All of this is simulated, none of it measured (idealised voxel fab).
Name of the process module below: voxel air gaps
Square cell edge 5 nm, section width 270 nm, ID cut.
The cross-sections in this document take the form of a grid made of square cells. They are written out as bands, in order from top to bottom. Each band consists of one or more rows of cells.
Look at the band entry: it leads with the top's height and the bottom's height in nm. Then it lists the materials left to right, with a width in nm for each. The word "throughout" on a single material says that material fills the band edge to edge. The word "air" is empty space.
Height datum 0, below which the as-received substrate wafer is one material. Lowest band open at the bottom, running downward: "0..down".
It should be noted that a width expressed as "30->40" varies in equal increments from row to row of cells within the band, taking the value of the first number at the top row and that of the second number at the bottom row.
Given "everything unchanged" for a step, no cell of the cross-section differs between before and after that step.
"Closed void listing" lists enclosed empty spaces (at least 8 cells, no open path upward to the top), each as width x height at distance from the left edge, in nm.
after a step's settings: what the simulator itself notes on the step
overlay nm: how far to the right of its planned place the mask lay on this masked step (negative: to the left).
## Steps planned for the process
| 1 | RECEIVE [material Si] |
| 2 | CONFORMAL_DEP [material SiO2] [thk nm 15] |
| 3 | CONFORMAL_DEP [material SiCN] [thk nm 5] |
| 4 | DIRECTIONAL_DEP [material SiO2] [thk nm 30] |
| 5 | PATTERN [tone open] [mask id LINES] [material resist] [width nm 25] [pitch nm 50] [thk nm 20] [overlay nm 0] |
| 6 | DIRECTIONAL_ETCH [etch materials SiO2] [depth nm 30] |
| 7 | STRIP [etch materials resist] |
| 8 | CONFORMAL_DEP [material TiN] [thk nm 5] |
| 9 | FILL_DEP [material Ru] [thk nm 10] |
| 10 | CMP [height nm 50] |
| 11 | EPI [material Ru] [thk nm 10] |
| 12 | SELECTIVE_ETCH [etch materials SiO2] [depth nm 40] |
| 13 | CONFORMAL_DEP [material SiCN] [thk nm 5] |
## The cross-section here shows the wafer as received, i.e. in its state after step 1
* 0..down = Si throughout
* Closed void listing: none
## Cross-sectional view of the first of the two wafers upon completion of the module, processed in accordance with the plan
* 65..60 = air 30 nm | SiCN 205 nm | air 35 nm
* 60..50 = air 30 nm | SiCN 5 nm | Ru 45 nm | SiCN 5 nm | Ru 45 nm | SiCN 5 nm | Ru 45 nm | SiCN 5 nm | Ru 45 nm | SiCN 5 nm | air 35 nm
* 50..45 = air 30 nm | SiCN 15 nm | TiN 5 nm | Ru 15 nm | TiN 5 nm | SiCN 25 nm | TiN 5 nm | Ru 15 nm | TiN 5 nm | SiCN 25 nm | TiN 5 nm | Ru 15 nm | TiN 5 nm | SiCN 25 nm | TiN 5 nm | Ru 15 nm | TiN 5 nm | SiCN 15 nm | air 35 nm
* 45..25 = air 40 nm | SiCN 5 nm | TiN 5 nm | Ru 15 nm | TiN 5 nm | SiCN 5 nm | air 15 nm | SiCN 5 nm | TiN 5 nm | Ru 15 nm | TiN 5 nm | SiCN 5 nm | air 15 nm | SiCN 5 nm | TiN 5 nm | Ru 15 nm | TiN 5 nm | SiCN 5 nm | air 15 nm | SiCN 5 nm | TiN 5 nm | Ru 15 nm | TiN 5 nm | SiCN 5 nm | air 45 nm
* 25..20 = SiCN 45 nm | TiN 25 nm | SiCN 25 nm | TiN 25 nm | SiCN 25 nm | TiN 25 nm | SiCN 25 nm | TiN 25 nm | SiCN 50 nm
* 20..15 = SiCN throughout
* 15..0 = SiO2 throughout
* 0..down = Si throughout
* Closed void listing: 15 x 20 at 75; 15 x 20 at 125; 15 x 20 at 175
## This is the second of the two wafers, cross-sectioned at the end of the module; it started exactly like the first and was given the same plan, but it was run with one mistake
* 65..60 = air 30 nm | SiCN 210 nm | air 30 nm
* 60..50 = air 30 nm | SiCN 5 nm | Ru 200 nm | SiCN 5 nm | air 30 nm
* 50..45 = air 30 nm | SiCN 15 nm | TiN 5 nm | Ru 20 nm | TiN 5 nm | SiO2 20 nm | TiN 5 nm | Ru 20 nm | TiN 5 nm | SiO2 20 nm | TiN 5 nm | Ru 20 nm | TiN 5 nm | SiO2 20 nm | TiN 5 nm | Ru 20 nm | TiN 5 nm | SiCN 15 nm | air 30 nm
* 45..25 = air 40 nm | SiCN 5 nm | TiN 5 nm | Ru 20 nm | TiN 5 nm | SiO2 20 nm | TiN 5 nm | Ru 20 nm | TiN 5 nm | SiO2 20 nm | TiN 5 nm | Ru 20 nm | TiN 5 nm | SiO2 20 nm | TiN 5 nm | Ru 20 nm | TiN 5 nm | SiCN 5 nm | air 40 nm
* 25..20 = SiCN 45 nm | TiN 30 nm | SiO2 20 nm | TiN 30 nm | SiO2 20 nm | TiN 30 nm | SiO2 20 nm | TiN 30 nm | SiCN 45 nm
* 20..15 = SiCN throughout
* 15..0 = SiO2 throughout
* 0..down = Si throughout
* Closed void listing: none
What went wrong in running the wafer? it should be noted that step 5 was executed with settings other than those planned, the operation and settings actually applied being PATTERN [tone open] [mask id LINES] [material resist] [width nm 30] [pitch nm 50] [thk nm 20] [overlay nm 0]
The second wafer ends with more or fewer cells of some materials than the first, per final count: 28 more of Ru | 60 fewer of SiCN | 72 more of SiO2 | 4 more of TiN
Heads up: the first wafer ends with 3 closed voids, the second with 0.
